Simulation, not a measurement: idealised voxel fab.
Herein follows the process module entitled voxel gate over fins.
cross-section cut | 275 nm wide | cells 5 nm
Cross-sections here: square-cell grids, written as top-down lists of bands, a band being one or more rows of cells.
Look at the band entry: it leads with the top's height and the bottom's height in nm. Then it lists the materials left to right, with a width in nm for each. The word "all across" on a single material says that material fills the band edge to edge. The word "blank" is empty space.
Measure heights from 0. That's the level where, below it, the as-received wafer is all one material. The lowest band is bottomless and extends downward; write it as in "0 -> down".
Quick explanation for "30 to 40": the width changes in equal steps down the rows of cells, from the first number in the band's top row to the second number in its bottom row.
"no alterations made" after a step means that no cell of the cross-section changed.
Listed in "Enclosed internal cavities": every empty space of 8 or more cells without an open way to the top. Form: width x height at distance, the distance being from the left edge, all in nm.
after a step's settings: what the simulator itself notes on the step
What "overlay nm" on a step's line means: if the step has a mask, that mask lay this far to the right of its planned place, or, when the value is negative, to the left.
### Planned step list for the process
1. RECEIVE (material Si)
2. CONFORMAL_DEP (material SiN; thk nm 10)
3. DIRECTIONAL_DEP (material aC; thk nm 15)
4. PATTERN (tone cover; mask id FINS; material resist; width nm 15; pitch nm 60; thk nm 30; overlay nm 0)
5. DIRECTIONAL_ETCH (etch materials aC; depth nm 15)
6. STRIP (etch materials resist)
7. DIRECTIONAL_ETCH (etch materials SiN; depth nm 10)
8. DIRECTIONAL_ETCH (etch materials Si; depth nm 30)
9. STRIP (etch materials aC)
10. FILL_DEP (material SiO2; thk nm 10)
11. CMP (height nm 10)
12. DIRECTIONAL_DEP (material aC; thk nm 15)
13. PATTERN (tone open; mask id RAIL; material resist; width nm 15; thk nm 35; overlay nm 0)
14. DIRECTIONAL_ETCH (etch materials aC; depth nm 15)
15. STRIP (etch materials resist)
16. DIRECTIONAL_ETCH (etch materials SiO2; depth nm 35)
17. STRIP (etch materials aC)
18. CONFORMAL_DEP (material TiN; thk nm 5)
19. FILL_DEP (material W; thk nm 10)
20. CMP (height nm 10)
21. SELECTIVE_ETCH (etch materials W Ru TiN; depth nm 25)
22. FILL_DEP (material SiO2; thk nm 5)
23. CMP (height nm 10)
24. SELECTIVE_ETCH (etch materials SiO2; depth nm 20)
25. STRIP (etch materials SiN)
26. CONFORMAL_DEP (material HfO2; thk nm 5)
27. CONFORMAL_DEP (material TiN; thk nm 5)
28. CONFORMAL_DEP (material TiAl; thk nm 5)
29. CONFORMAL_DEP (material TiN; thk nm 5)
30. FILL_DEP (material W; thk nm 15)
31. CMP (height nm 30)
32. CONFORMAL_DEP (material SiN; thk nm 10)
### The first of two wafers, run as planned
### The cross-section here shows the wafer as received, i.e. in its state after step 1
    0 -> down = Si all across
    Enclosed internal cavities: none
### After step 2: wafer cross-section
    10 -> 0 = SiN all across
    Anything lower than 0 is untouched.
### After step 3: wafer cross-section
    25 -> 10 = aC all across
    Anything lower than 10 is untouched.
### After step 4: wafer cross-section
    55 -> 25 = 100 of blank | 15 of resist | 45 of blank | 15 of resist | 100 of blank
    Anything lower than 25 is untouched.
### After step 5: wafer cross-section
    40 -> 25 = 100 of blank | 15 of resist | 45 of blank | 15 of resist | 100 of blank
    25 -> 10 = 100 of blank | 15 of aC | 45 of blank | 15 of aC | 100 of blank
    Anything lower than 10 is untouched.
### After step 6: wafer cross-section
    25 -> 10 = 100 of blank | 15 of aC | 45 of blank | 15 of aC | 100 of blank
    Anything lower than 10 is untouched.
### After step 7: wafer cross-section
    25 -> 10 = 100 of blank | 15 of aC | 45 of blank | 15 of aC | 100 of blank
    10 -> 0 = 100 of blank | 15 of SiN | 45 of blank | 15 of SiN | 100 of blank
    Anything lower than 0 is untouched.
### After step 8: wafer cross-section
    25 -> 10 = 100 of blank | 15 of aC | 45 of blank | 15 of aC | 100 of blank
    10 -> 0 = 100 of blank | 15 of SiN | 45 of blank | 15 of SiN | 100 of blank
    0 -> -30 = 100 of blank | 15 of Si | 45 of blank | 15 of Si | 100 of blank
    Anything lower than -30 is untouched.
### After step 9: wafer cross-section
    10 -> 0 = 100 of blank | 15 of SiN | 45 of blank | 15 of SiN | 100 of blank
    Anything lower than 0 is untouched.
### After step 10: wafer cross-section
    20 -> 10 = SiO2 all across
    10 -> 0 = 100 of SiO2 | 15 of SiN | 45 of SiO2 | 15 of SiN | 100 of SiO2
    0 -> -30 = 100 of SiO2 | 15 of Si | 45 of SiO2 | 15 of Si | 100 of SiO2
    Anything lower than -30 is untouched.
### After step 11: wafer cross-section
    10 -> 0 = 100 of SiO2 | 15 of SiN | 45 of SiO2 | 15 of SiN | 100 of SiO2
    Anything lower than 0 is untouched.
### After step 12: wafer cross-section
    25 -> 10 = aC all across
    Anything lower than 10 is untouched.
### After step 13: wafer cross-section
    60 -> 25 = 130 of resist | 15 of blank | 130 of resist
    Anything lower than 25 is untouched.
### After step 14: wafer cross-section
    45 -> 25 = 130 of resist | 15 of blank | 130 of resist
    25 -> 10 = 130 of aC | 15 of blank | 130 of aC
    Anything lower than 10 is untouched.
### After step 15: wafer cross-section
    25 -> 10 = 130 of aC | 15 of blank | 130 of aC
    Anything lower than 10 is untouched.
### After step 16: wafer cross-section
    25 -> 10 = 130 of aC | 15 of blank | 130 of aC
    10 -> 0 = 100 of SiO2 | 15 of SiN | 15 of SiO2 | 15 of blank | 15 of SiO2 | 15 of SiN | 100 of SiO2
    0 -> -25 = 100 of SiO2 | 15 of Si | 15 of SiO2 | 15 of blank | 15 of SiO2 | 15 of Si | 100 of SiO2
    Anything lower than -25 is untouched.
### After step 17: wafer cross-section
    10 -> 0 = 100 of SiO2 | 15 of SiN | 15 of SiO2 | 15 of blank | 15 of SiO2 | 15 of SiN | 100 of SiO2
    Anything lower than 0 is untouched.
### After step 18: wafer cross-section
    15 -> 10 = 135 of TiN | 5 of blank | 135 of TiN
    10 -> 0 = 100 of SiO2 | 15 of SiN | 15 of SiO2 | 5 of TiN | 5 of blank | 5 of TiN | 15 of SiO2 | 15 of SiN | 100 of SiO2
    0 -> -20 = 100 of SiO2 | 15 of Si | 15 of SiO2 | 5 of TiN | 5 of blank | 5 of TiN | 15 of SiO2 | 15 of Si | 100 of SiO2
    -20 -> -25 = 100 of SiO2 | 15 of Si | 15 of SiO2 | 15 of TiN | 15 of SiO2 | 15 of Si | 100 of SiO2
    Anything lower than -25 is untouched.
### After step 19: wafer cross-section
    25 -> 15 = W all across
    15 -> 10 = 135 of TiN | 5 of W | 135 of TiN
    10 -> 0 = 100 of SiO2 | 15 of SiN | 15 of SiO2 | 5 of TiN | 5 of W | 5 of TiN | 15 of SiO2 | 15 of SiN | 100 of SiO2
    0 -> -20 = 100 of SiO2 | 15 of Si | 15 of SiO2 | 5 of TiN | 5 of W | 5 of TiN | 15 of SiO2 | 15 of Si | 100 of SiO2
    Anything lower than -20 is untouched.
### After step 20: wafer cross-section
    10 -> 0 = 100 of SiO2 | 15 of SiN | 15 of SiO2 | 5 of TiN | 5 of W | 5 of TiN | 15 of SiO2 | 15 of SiN | 100 of SiO2
    Anything lower than 0 is untouched.
### After step 21: wafer cross-section
    10 -> 0 = 100 of SiO2 | 15 of SiN | 15 of SiO2 | 15 of blank | 15 of SiO2 | 15 of SiN | 100 of SiO2
    0 -> -15 = 100 of SiO2 | 15 of Si | 15 of SiO2 | 15 of blank | 15 of SiO2 | 15 of Si | 100 of SiO2
    Anything lower than -15 is untouched.
### After step 22: wafer cross-section
    15 -> 10 = SiO2 all across
    10 -> 0 = 100 of SiO2 | 15 of SiN | 45 of SiO2 | 15 of SiN | 100 of SiO2
    0 -> -15 = 100 of SiO2 | 15 of Si | 45 of SiO2 | 15 of Si | 100 of SiO2
    Anything lower than -15 is untouched.
### After step 23: wafer cross-section
    10 -> 0 = 100 of SiO2 | 15 of SiN | 45 of SiO2 | 15 of SiN | 100 of SiO2
    Anything lower than 0 is untouched.
### After step 24: wafer cross-section
    10 -> 0 = 100 of blank | 15 of SiN | 45 of blank | 15 of SiN | 100 of blank
    0 -> -10 = 100 of blank | 15 of Si | 45 of blank | 15 of Si | 100 of blank
    Anything lower than -10 is untouched.
### After step 25: wafer cross-section
    0 -> -10 = 100 of blank | 15 of Si | 45 of blank | 15 of Si | 100 of blank
    Anything lower than -10 is untouched.
### After step 26: wafer cross-section
    5 -> 0 = 95 of blank | 25 of HfO2 | 35 of blank | 25 of HfO2 | 95 of blank
    0 -> -5 = 95 of blank | 5 of HfO2 | 15 of Si | 5 of HfO2 | 35 of blank | 5 of HfO2 | 15 of Si | 5 of HfO2 | 95 of blank
    -5 -> -10 = 100 of HfO2 | 15 of Si | 45 of HfO2 | 15 of Si | 100 of HfO2
    Anything lower than -10 is untouched.
### After step 27: wafer cross-section
    10 -> 5 = 90 of blank | 35 of TiN | 25 of blank | 35 of TiN | 90 of blank
    5 -> 0 = 90 of blank | 5 of TiN | 25 of HfO2 | 5 of TiN | 25 of blank | 5 of TiN | 25 of HfO2 | 5 of TiN | 90 of blank
    0 -> -5 = 95 of TiN | 5 of HfO2 | 15 of Si | 5 of HfO2 | 35 of TiN | 5 of HfO2 | 15 of Si | 5 of HfO2 | 95 of TiN
    Anything lower than -5 is untouched.
### After step 28: wafer cross-section
    15 -> 10 = 85 of blank | 45 of TiAl | 15 of blank | 45 of TiAl | 85 of blank
    10 -> 5 = 85 of blank | 5 of TiAl | 35 of TiN | 5 of TiAl | 15 of blank | 5 of TiAl | 35 of TiN | 5 of TiAl | 85 of blank
    5 -> 0 = 90 of TiAl | 5 of TiN | 25 of HfO2 | 5 of TiN | 25 of TiAl | 5 of TiN | 25 of HfO2 | 5 of TiN | 90 of TiAl
    Anything lower than 0 is untouched.
### After step 29: wafer cross-section
    20 -> 15 = 80 of blank | 55 of TiN | 5 of blank | 55 of TiN | 80 of blank
    15 -> 10 = 80 of blank | 5 of TiN | 45 of TiAl | 5 of TiN | 5 of blank | 5 of TiN | 45 of TiAl | 5 of TiN | 80 of blank
    10 -> 5 = 85 of TiN | 5 of TiAl | 35 of TiN | 5 of TiAl | 15 of TiN | 5 of TiAl | 35 of TiN | 5 of TiAl | 85 of TiN
    Anything lower than 5 is untouched.
### After step 30: wafer cross-section
    35 -> 20 = W all across
    20 -> 15 = 80 of W | 55 of TiN | 5 of W | 55 of TiN | 80 of W
    15 -> 10 = 80 of W | 5 of TiN | 45 of TiAl | 5 of TiN | 5 of W | 5 of TiN | 45 of TiAl | 5 of TiN | 80 of W
    Anything lower than 10 is untouched.
### After step 31: wafer cross-section
    30 -> 20 = W all across
    Anything lower than 20 is untouched.
### After step 32: wafer cross-section
    40 -> 30 = SiN all across
    Anything lower than 30 is untouched.
### Second of two: same start, same plan, one run error; steps up to and including 23 match the first
### Second wafer at the planned finish of step 24, seen in cross-section
    10 -> 0 = 100 of blank | 15 of SiN | 45 of blank | 15 of SiN | 100 of blank
    0 -> -15 = 100 of blank | 15 of Si | 45 of blank | 15 of Si | 100 of blank
    -15 -> -20 = 100 of blank | 15 of Si | 15 of blank | 5 of TiN | 5 of W | 5 of TiN | 15 of blank | 15 of Si | 100 of blank
    -20 -> -25 = 100 of blank | 15 of Si | 15 of blank | 15 of TiN | 15 of blank | 15 of Si | 100 of blank
    -25 -> -30 = 100 of blank | 15 of Si | 20 of blank | 5 of SiO2 | 20 of blank | 15 of Si | 100 of blank
    Anything lower than -30 is untouched.
### Second wafer at the planned finish of step 25, seen in cross-section
    0 -> -15 = 100 of blank | 15 of Si | 45 of blank | 15 of Si | 100 of blank
    Anything lower than -15 is untouched.
### Second wafer at the planned finish of step 26, seen in cross-section
    5 -> 0 = 95 of blank | 25 of HfO2 | 35 of blank | 25 of HfO2 | 95 of blank
    0 -> -10 = 95 of blank | 5 of HfO2 | 15 of Si | 5 of HfO2 | 35 of blank | 5 of HfO2 | 15 of Si | 5 of HfO2 | 95 of blank
    -10 -> -15 = 95 of blank | 5 of HfO2 | 15 of Si | 5 of HfO2 | 5 of blank | 25 of HfO2 | 5 of blank | 5 of HfO2 | 15 of Si | 5 of HfO2 | 95 of blank
    -15 -> -20 = 95 of blank | 5 of HfO2 | 15 of Si | 5 of HfO2 | 5 of blank | 5 of HfO2 | 5 of TiN | 5 of W | 5 of TiN | 5 of HfO2 | 5 of blank | 5 of HfO2 | 15 of Si | 5 of HfO2 | 95 of blank
    -20 -> -25 = 95 of blank | 5 of HfO2 | 15 of Si | 5 of HfO2 | 5 of blank | 5 of HfO2 | 15 of TiN | 5 of HfO2 | 5 of blank | 5 of HfO2 | 15 of Si | 5 of HfO2 | 95 of blank
    -25 -> -30 = 100 of HfO2 | 15 of Si | 20 of HfO2 | 5 of SiO2 | 20 of HfO2 | 15 of Si | 100 of HfO2
    Anything lower than -30 is untouched.
### Second wafer at the planned finish of step 27, seen in cross-section
    10 -> 5 = 90 of blank | 35 of TiN | 25 of blank | 35 of TiN | 90 of blank
    5 -> 0 = 90 of blank | 5 of TiN | 25 of HfO2 | 5 of TiN | 25 of blank | 5 of TiN | 25 of HfO2 | 5 of TiN | 90 of blank
    0 -> -5 = 90 of blank | 5 of TiN | 5 of HfO2 | 15 of Si | 5 of HfO2 | 5 of TiN | 25 of blank | 5 of TiN | 5 of HfO2 | 15 of Si | 5 of HfO2 | 5 of TiN | 90 of blank
    -5 -> -10 = 90 of blank | 5 of TiN | 5 of HfO2 | 15 of Si | 5 of HfO2 | 35 of TiN | 5 of HfO2 | 15 of Si | 5 of HfO2 | 5 of TiN | 90 of blank
    -10 -> -15 = 90 of blank | 5 of TiN | 5 of HfO2 | 15 of Si | 5 of HfO2 | 5 of TiN | 25 of HfO2 | 5 of TiN | 5 of HfO2 | 15 of Si | 5 of HfO2 | 5 of TiN | 90 of blank
    -15 -> -20 = 90 of blank | 5 of TiN | 5 of HfO2 | 15 of Si | 5 of HfO2 | 5 of TiN | 5 of HfO2 | 5 of TiN | 5 of W | 5 of TiN | 5 of HfO2 | 5 of TiN | 5 of HfO2 | 15 of Si | 5 of HfO2 | 5 of TiN | 90 of blank
    -20 -> -25 = 95 of TiN | 5 of HfO2 | 15 of Si | 5 of HfO2 | 5 of TiN | 5 of HfO2 | 15 of TiN | 5 of HfO2 | 5 of TiN | 5 of HfO2 | 15 of Si | 5 of HfO2 | 95 of TiN
    Anything lower than -25 is untouched.
### Second wafer at the planned finish of step 28, seen in cross-section
    15 -> 10 = 85 of blank | 45 of TiAl | 15 of blank | 45 of TiAl | 85 of blank
    10 -> 5 = 85 of blank | 5 of TiAl | 35 of TiN | 5 of TiAl | 15 of blank | 5 of TiAl | 35 of TiN | 5 of TiAl | 85 of blank
    5 -> 0 = 85 of blank | 5 of TiAl | 5 of TiN | 25 of HfO2 | 5 of TiN | 5 of TiAl | 15 of blank | 5 of TiAl | 5 of TiN | 25 of HfO2 | 5 of TiN | 5 of TiAl | 85 of blank
    0 -> -5 = 85 of blank | 5 of TiAl | 5 of TiN | 5 of HfO2 | 15 of Si | 5 of HfO2 | 5 of TiN | 25 of TiAl | 5 of TiN | 5 of HfO2 | 15 of Si | 5 of HfO2 | 5 of TiN | 5 of TiAl | 85 of blank
    -5 -> -10 = 85 of blank | 5 of TiAl | 5 of TiN | 5 of HfO2 | 15 of Si | 5 of HfO2 | 35 of TiN | 5 of HfO2 | 15 of Si | 5 of HfO2 | 5 of TiN | 5 of TiAl | 85 of blank
    -10 -> -15 = 85 of blank | 5 of TiAl | 5 of TiN | 5 of HfO2 | 15 of Si | 5 of HfO2 | 5 of TiN | 25 of HfO2 | 5 of TiN | 5 of HfO2 | 15 of Si | 5 of HfO2 | 5 of TiN | 5 of TiAl | 85 of blank
    -15 -> -20 = 90 of TiAl | 5 of TiN | 5 of HfO2 | 15 of Si | 5 of HfO2 | 5 of TiN | 5 of HfO2 | 5 of TiN | 5 of W | 5 of TiN | 5 of HfO2 | 5 of TiN | 5 of HfO2 | 15 of Si | 5 of HfO2 | 5 of TiN | 90 of TiAl
    Anything lower than -20 is untouched.
### Second wafer at the planned finish of step 29, seen in cross-section
    20 -> 15 = 80 of blank | 55 of TiN | 5 of blank | 55 of TiN | 80 of blank
    15 -> 10 = 80 of blank | 5 of TiN | 45 of TiAl | 5 of TiN | 5 of blank | 5 of TiN | 45 of TiAl | 5 of TiN | 80 of blank
    10 -> 5 = 80 of blank | 5 of TiN | 5 of TiAl | 35 of TiN | 5 of TiAl | 5 of TiN | 5 of blank | 5 of TiN | 5 of TiAl | 35 of TiN | 5 of TiAl | 5 of TiN | 80 of blank
    5 -> 0 = 80 of blank | 5 of TiN | 5 of TiAl | 5 of TiN | 25 of HfO2 | 5 of TiN | 5 of TiAl | 15 of TiN | 5 of TiAl | 5 of TiN | 25 of HfO2 | 5 of TiN | 5 of TiAl | 5 of TiN | 80 of blank
    0 -> -5 = 80 of blank | 5 of TiN | 5 of TiAl | 5 of TiN | 5 of HfO2 | 15 of Si | 5 of HfO2 | 5 of TiN | 25 of TiAl | 5 of TiN | 5 of HfO2 | 15 of Si | 5 of HfO2 | 5 of TiN | 5 of TiAl | 5 of TiN | 80 of blank
    -5 -> -10 = 80 of blank | 5 of TiN | 5 of TiAl | 5 of TiN | 5 of HfO2 | 15 of Si | 5 of HfO2 | 35 of TiN | 5 of HfO2 | 15 of Si | 5 of HfO2 | 5 of TiN | 5 of TiAl | 5 of TiN | 80 of blank
    -10 -> -15 = 85 of TiN | 5 of TiAl | 5 of TiN | 5 of HfO2 | 15 of Si | 5 of HfO2 | 5 of TiN | 25 of HfO2 | 5 of TiN | 5 of HfO2 | 15 of Si | 5 of HfO2 | 5 of TiN | 5 of TiAl | 85 of TiN
    Anything lower than -15 is untouched.
### Second wafer at the planned finish of step 30, seen in cross-section
    35 -> 20 = W all across
    20 -> 15 = 80 of W | 55 of TiN | 5 of W | 55 of TiN | 80 of W
    15 -> 10 = 80 of W | 5 of TiN | 45 of TiAl | 5 of TiN | 5 of W | 5 of TiN | 45 of TiAl | 5 of TiN | 80 of W
    10 -> 5 = 80 of W | 5 of TiN | 5 of TiAl | 35 of TiN | 5 of TiAl | 5 of TiN | 5 of W | 5 of TiN | 5 of TiAl | 35 of TiN | 5 of TiAl | 5 of TiN | 80 of W
    5 -> 0 = 80 of W | 5 of TiN | 5 of TiAl | 5 of TiN | 25 of HfO2 | 5 of TiN | 5 of TiAl | 15 of TiN | 5 of TiAl | 5 of TiN | 25 of HfO2 | 5 of TiN | 5 of TiAl | 5 of TiN | 80 of W
    0 -> -5 = 80 of W | 5 of TiN | 5 of TiAl | 5 of TiN | 5 of HfO2 | 15 of Si | 5 of HfO2 | 5 of TiN | 25 of TiAl | 5 of TiN | 5 of HfO2 | 15 of Si | 5 of HfO2 | 5 of TiN | 5 of TiAl | 5 of TiN | 80 of W
    -5 -> -10 = 80 of W | 5 of TiN | 5 of TiAl | 5 of TiN | 5 of HfO2 | 15 of Si | 5 of HfO2 | 35 of TiN | 5 of HfO2 | 15 of Si | 5 of HfO2 | 5 of TiN | 5 of TiAl | 5 of TiN | 80 of W
    Anything lower than -10 is untouched.
### Second wafer at the planned finish of step 31, seen in cross-section
    30 -> 20 = W all across
    Anything lower than 20 is untouched.
### Second wafer at the planned finish of step 32, seen in cross-section
    40 -> 30 = SiN all across
    Anything lower than 30 is untouched.
What broke from the plan during processing? regarding the plan, step 24 was run twice
Final tally in cells, some materials are higher or lower on the second wafer than on the first: 24 more of HfO2; 189 fewer of SiO2; 10 more of TiAl; 26 more of TiN; 129 more of W
